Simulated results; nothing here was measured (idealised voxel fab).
The process module that follows is named voxel self aligned vias.
The width of the displayed cross-section, cut, is 170 nm; its cells are square, with a size of 5 nm.
Cross-section layout: square cells on a grid; listed as bands, top to bottom; a band spans one or more cell rows. Heads up on the band format: heights come first, top then bottom, in nm. After that it's the materials left to right, each with its width in nm. A single material flagged "everywhere" fills the whole band edge to edge, and "empty" means there's empty space there. Basically, 0 is our baseline, since under it the wafer straight out of the box is all one material. The bottom band has no lower end and keeps on going down, so it looks like "0..down". Quick explanation for "30->40": the width changes in equal steps down the rows of cells, from the first number in the band's top row to the second number in its bottom row. Basically "nothing altered" means that step didn't change any cell in the cross-section. Under "Closed internal cavities" you'll find the enclosed gaps, the ones with no way out to the top, that are 8 cells or bigger; each reads width x height at distance, with distance counted from the left edge, everything in nm. Anything after a step's settings on that line? It's the simulator's own note about the step. When a step includes a mask, the "overlay nm" setting on its line states how far to the right of its planned place that mask lay, and negative values state how far to the left.
-- Planned process steps
- 1: RECEIVE with material Si
- 2: CONFORMAL_DEP with material SiO2, thk nm 15
- 3: CONFORMAL_DEP with material SiCN, thk nm 5
- 4: DIRECTIONAL_DEP with material lowk, thk nm 20
- 5: PATTERN with tone open, mask id LINES, material resist, width nm 20, pitch nm 55, thk nm 20, overlay nm 0
- 6: DIRECTIONAL_ETCH with etch materials lowk, depth nm 20
- 7: STRIP with etch materials resist
- 8: CONFORMAL_DEP with material TiN, thk nm 5
- 9: FILL_DEP with material Ru, thk nm 5
- 10: CMP with height nm 40
- 11: SELECTIVE_ETCH with etch materials W Ru TiN, depth nm 10
- 12: FILL_DEP with material SiN, thk nm 10
- 13: CMP with height nm 40
- 14: DIRECTIONAL_DEP with material lowk, thk nm 20
- 15: MASKED_ETCH with tone open, mask id VIAS, width nm 30, pitch nm 110, etch materials lowk, depth nm 20, overlay nm 0
- 16: MASKED_ETCH with tone open, mask id VIAS, width nm 30, pitch nm 110, etch materials SiN, depth nm 10, overlay nm 0
- 17: CONFORMAL_DEP with material TiN, thk nm 5
- 18: FILL_DEP with material Ru, thk nm 10
- 19: CMP with height nm 60
- 20: CONFORMAL_DEP with material SiN, thk nm 5
-- What follows covers the first of two wafers; it ran as planned
-- Shown in cross-section is the wafer as received, that is, as it stands after step 1
> 0..down = Si everywhere
> Closed internal cavities: none
-- Presented here is a cross-section of the wafer after step 2 has been performed
> 15..0 = SiO2 everywhere
> Under 0: no change, same as before.
-- Presented here is a cross-section of the wafer after step 3 has been performed
> 20..15 = SiCN everywhere
> Under 15: no change, same as before.
-- Presented here is a cross-section of the wafer after step 4 has been performed
> 40..20 = lowk everywhere
> Under 20: no change, same as before.
-- Presented here is a cross-section of the wafer after step 5 has been performed
> 60..40 = 20 resist, then 20 empty, then 35 resist, then 20 empty, then 35 resist, then 20 empty, then 20 resist
> Under 40: no change, same as before.
-- Presented here is a cross-section of the wafer after step 6 has been performed
> 60..40 = 20 resist, then 20 empty, then 35 resist, then 20 empty, then 35 resist, then 20 empty, then 20 resist
> 40..20 = 20 lowk, then 20 empty, then 35 lowk, then 20 empty, then 35 lowk, then 20 empty, then 20 lowk
> Under 20: no change, same as before.
-- Presented here is a cross-section of the wafer after step 7 has been performed
> 40..20 = 20 lowk, then 20 empty, then 35 lowk, then 20 empty, then 35 lowk, then 20 empty, then 20 lowk
> Under 20: no change, same as before.
-- Presented here is a cross-section of the wafer after step 8 has been performed
> 45..40 = 25 TiN, then 10 empty, then 45 TiN, then 10 empty, then 45 TiN, then 10 empty, then 25 TiN
> 40..25 = 20 lowk, then 5 TiN, then 10 empty, then 5 TiN, then 35 lowk, then 5 TiN, then 10 empty, then 5 TiN, then 35 lowk, then 5 TiN, then 10 empty, then 5 TiN, then 20 lowk
> 25..20 = 20 lowk, then 20 TiN, then 35 lowk, then 20 TiN, then 35 lowk, then 20 TiN, then 20 lowk
> Under 20: no change, same as before.
-- Presented here is a cross-section of the wafer after step 9 has been performed
> 50..45 = Ru everywhere
> 45..40 = 25 TiN, then 10 Ru, then 45 TiN, then 10 Ru, then 45 TiN, then 10 Ru, then 25 TiN
> 40..25 = 20 lowk, then 5 TiN, then 10 Ru, then 5 TiN, then 35 lowk, then 5 TiN, then 10 Ru, then 5 TiN, then 35 lowk, then 5 TiN, then 10 Ru, then 5 TiN, then 20 lowk
> Under 25: no change, same as before.
-- Presented here is a cross-section of the wafer after step 10 has been performed
> 40..25 = 20 lowk, then 5 TiN, then 10 Ru, then 5 TiN, then 35 lowk, then 5 TiN, then 10 Ru, then 5 TiN, then 35 lowk, then 5 TiN, then 10 Ru, then 5 TiN, then 20 lowk
> Under 25: no change, same as before.
-- Presented here is a cross-section of the wafer after step 11 has been performed
> 40..30 = 20 lowk, then 20 empty, then 35 lowk, then 20 empty, then 35 lowk, then 20 empty, then 20 lowk
> Under 30: no change, same as before.
-- Presented here is a cross-section of the wafer after step 12 has been performed
> 50..40 = SiN everywhere
> 40..30 = 20 lowk, then 20 SiN, then 35 lowk, then 20 SiN, then 35 lowk, then 20 SiN, then 20 lowk
> Under 30: no change, same as before.
-- Presented here is a cross-section of the wafer after step 13 has been performed
> 40..30 = 20 lowk, then 20 SiN, then 35 lowk, then 20 SiN, then 35 lowk, then 20 SiN, then 20 lowk
> Under 30: no change, same as before.
-- Presented here is a cross-section of the wafer after step 14 has been performed
> 60..40 = lowk everywhere
> Under 40: no change, same as before.
-- Presented here is a cross-section of the wafer after step 15 has been performed
> 60..40 = 15 lowk, then 30 empty, then 80 lowk, then 30 empty, then 15 lowk
> Under 40: no change, same as before.
-- Presented here is a cross-section of the wafer after step 16 has been performed
> 60..40 = 15 lowk, then 30 empty, then 80 lowk, then 30 empty, then 15 lowk
> 40..30 = 20 lowk, then 20 empty, then 35 lowk, then 20 SiN, then 35 lowk, then 20 empty, then 20 lowk
> Under 30: no change, same as before.
-- Presented here is a cross-section of the wafer after step 17 has been performed
> 65..60 = 20 TiN, then 20 empty, then 90 TiN, then 20 empty, then 20 TiN
> 60..45 = 15 lowk, then 5 TiN, then 20 empty, then 5 TiN, then 80 lowk, then 5 TiN, then 20 empty, then 5 TiN, then 15 lowk
> 45..40 = 15 lowk, then 10 TiN, then 10 empty, then 10 TiN, then 80 lowk, then 10 TiN, then 10 empty, then 10 TiN, then 15 lowk
> 40..35 = 20 lowk, then 5 TiN, then 10 empty, then 5 TiN, then 35 lowk, then 20 SiN, then 35 lowk, then 5 TiN, then 10 empty, then 5 TiN, then 20 lowk
> 35..30 = 20 lowk, then 20 TiN, then 35 lowk, then 20 SiN, then 35 lowk, then 20 TiN, then 20 lowk
> Under 30: no change, same as before.
-- Presented here is a cross-section of the wafer after step 18 has been performed
> 75..65 = Ru everywhere
> 65..60 = 20 TiN, then 20 Ru, then 90 TiN, then 20 Ru, then 20 TiN
> 60..45 = 15 lowk, then 5 TiN, then 20 Ru, then 5 TiN, then 80 lowk, then 5 TiN, then 20 Ru, then 5 TiN, then 15 lowk
> 45..40 = 15 lowk, then 10 TiN, then 10 Ru, then 10 TiN, then 80 lowk, then 10 TiN, then 10 Ru, then 10 TiN, then 15 lowk
> 40..35 = 20 lowk, then 5 TiN, then 10 Ru, then 5 TiN, then 35 lowk, then 20 SiN, then 35 lowk, then 5 TiN, then 10 Ru, then 5 TiN, then 20 lowk
> Under 35: no change, same as before.
-- Presented here is a cross-section of the wafer after step 19 has been performed
> 60..45 = 15 lowk, then 5 TiN, then 20 Ru, then 5 TiN, then 80 lowk, then 5 TiN, then 20 Ru, then 5 TiN, then 15 lowk
> Under 45: no change, same as before.
-- Presented here is a cross-section of the wafer after step 20 has been performed
> 65..60 = SiN everywhere
> Under 60: no change, same as before.
-- Companion wafer, the second of two: same beginning, same intended sequence, one mistake in carrying it out; through step 1 inclusive it tracks the first exactly
-- Second wafer, sectioned view, at step 2's planned end time
> 10..0 = SiO2 everywhere
> Under 0: no change, same as before.
-- Second wafer, sectioned view, at step 3's planned end time
> 15..10 = SiCN everywhere
> Under 10: no change, same as before.
-- Second wafer, sectioned view, at step 4's planned end time
> 35..15 = lowk everywhere
> Under 15: no change, same as before.
-- Second wafer, sectioned view, at step 5's planned end time
> 55..35 = 20 resist, then 20 empty, then 35 resist, then 20 empty, then 35 resist, then 20 empty, then 20 resist
> Under 35: no change, same as before.
-- Second wafer, sectioned view, at step 6's planned end time
> 55..35 = 20 resist, then 20 empty, then 35 resist, then 20 empty, then 35 resist, then 20 empty, then 20 resist
> 35..15 = 20 lowk, then 20 empty, then 35 lowk, then 20 empty, then 35 lowk, then 20 empty, then 20 lowk
> Under 15: no change, same as before.
-- Second wafer, sectioned view, at step 7's planned end time
> 35..15 = 20 lowk, then 20 empty, then 35 lowk, then 20 empty, then 35 lowk, then 20 empty, then 20 lowk
> Under 15: no change, same as before.
-- Second wafer, sectioned view, at step 8's planned end time
> 40..35 = 25 TiN, then 10 empty, then 45 TiN, then 10 empty, then 45 TiN, then 10 empty, then 25 TiN
> 35..20 = 20 lowk, then 5 TiN, then 10 empty, then 5 TiN, then 35 lowk, then 5 TiN, then 10 empty, then 5 TiN, then 35 lowk, then 5 TiN, then 10 empty, then 5 TiN, then 20 lowk
> 20..15 = 20 lowk, then 20 TiN, then 35 lowk, then 20 TiN, then 35 lowk, then 20 TiN, then 20 lowk
> Under 15: no change, same as before.
-- Second wafer, sectioned view, at step 9's planned end time
> 45..40 = Ru everywhere
> 40..35 = 25 TiN, then 10 Ru, then 45 TiN, then 10 Ru, then 45 TiN, then 10 Ru, then 25 TiN
> 35..20 = 20 lowk, then 5 TiN, then 10 Ru, then 5 TiN, then 35 lowk, then 5 TiN, then 10 Ru, then 5 TiN, then 35 lowk, then 5 TiN, then 10 Ru, then 5 TiN, then 20 lowk
> Under 20: no change, same as before.
-- Second wafer, sectioned view, at step 10's planned end time
> 40..35 = 25 TiN, then 10 Ru, then 45 TiN, then 10 Ru, then 45 TiN, then 10 Ru, then 25 TiN
> Under 35: no change, same as before.
-- Second wafer, sectioned view, at step 11's planned end time
> 35..30 = 20 lowk, then 20 empty, then 35 lowk, then 20 empty, then 35 lowk, then 20 empty, then 20 lowk
> Under 30: no change, same as before.
-- Second wafer, sectioned view, at step 12's planned end time
> 45..35 = SiN everywhere
> 35..30 = 20 lowk, then 20 SiN, then 35 lowk, then 20 SiN, then 35 lowk, then 20 SiN, then 20 lowk
> Under 30: no change, same as before.
-- Second wafer, sectioned view, at step 13's planned end time
> 40..35 = SiN everywhere
> Under 35: no change, same as before.
-- Second wafer, sectioned view, at step 14's planned end time
> 60..40 = lowk everywhere
> Under 40: no change, same as before.
-- Second wafer, sectioned view, at step 15's planned end time
> 60..40 = 15 lowk, then 30 empty, then 80 lowk, then 30 empty, then 15 lowk
> Under 40: no change, same as before.
-- Second wafer, sectioned view, at step 16's planned end time
> 60..40 = 15 lowk, then 30 empty, then 80 lowk, then 30 empty, then 15 lowk
> 40..35 = 15 SiN, then 30 empty, then 80 SiN, then 30 empty, then 15 SiN
> 35..30 = 20 lowk, then 20 empty, then 35 lowk, then 20 SiN, then 35 lowk, then 20 empty, then 20 lowk
> Under 30: no change, same as before.
-- Second wafer, sectioned view, at step 17's planned end time
> 65..60 = 20 TiN, then 20 empty, then 90 TiN, then 20 empty, then 20 TiN
> 60..40 = 15 lowk, then 5 TiN, then 20 empty, then 5 TiN, then 80 lowk, then 5 TiN, then 20 empty, then 5 TiN, then 15 lowk
> 40..35 = 15 SiN, then 10 TiN, then 10 empty, then 10 TiN, then 80 SiN, then 10 TiN, then 10 empty, then 10 TiN, then 15 SiN
> 35..30 = 20 lowk, then 20 TiN, then 35 lowk, then 20 SiN, then 35 lowk, then 20 TiN, then 20 lowk
> Under 30: no change, same as before.
-- Second wafer, sectioned view, at step 18's planned end time
> 75..65 = Ru everywhere
> 65..60 = 20 TiN, then 20 Ru, then 90 TiN, then 20 Ru, then 20 TiN
> 60..40 = 15 lowk, then 5 TiN, then 20 Ru, then 5 TiN, then 80 lowk, then 5 TiN, then 20 Ru, then 5 TiN, then 15 lowk
> 40..35 = 15 SiN, then 10 TiN, then 10 Ru, then 10 TiN, then 80 SiN, then 10 TiN, then 10 Ru, then 10 TiN, then 15 SiN
> Under 35: no change, same as before.
-- Second wafer, sectioned view, at step 19's planned end time
> 60..40 = 15 lowk, then 5 TiN, then 20 Ru, then 5 TiN, then 80 lowk, then 5 TiN, then 20 Ru, then 5 TiN, then 15 lowk
> Under 40: no change, same as before.
-- Second wafer, sectioned view, at step 20's planned end time
> 65..60 = SiN everywhere
> Under 60: no change, same as before.
The plan and the run diverged here: rather than as planned, step 2 actually ran as CONFORMAL_DEP with material SiO2, thk nm 10
The closing comparison, in cells, has the second wafer with more or fewer of some materials than the first: +10 Ru; +18 SiN; -34 SiO2; +6 TiN
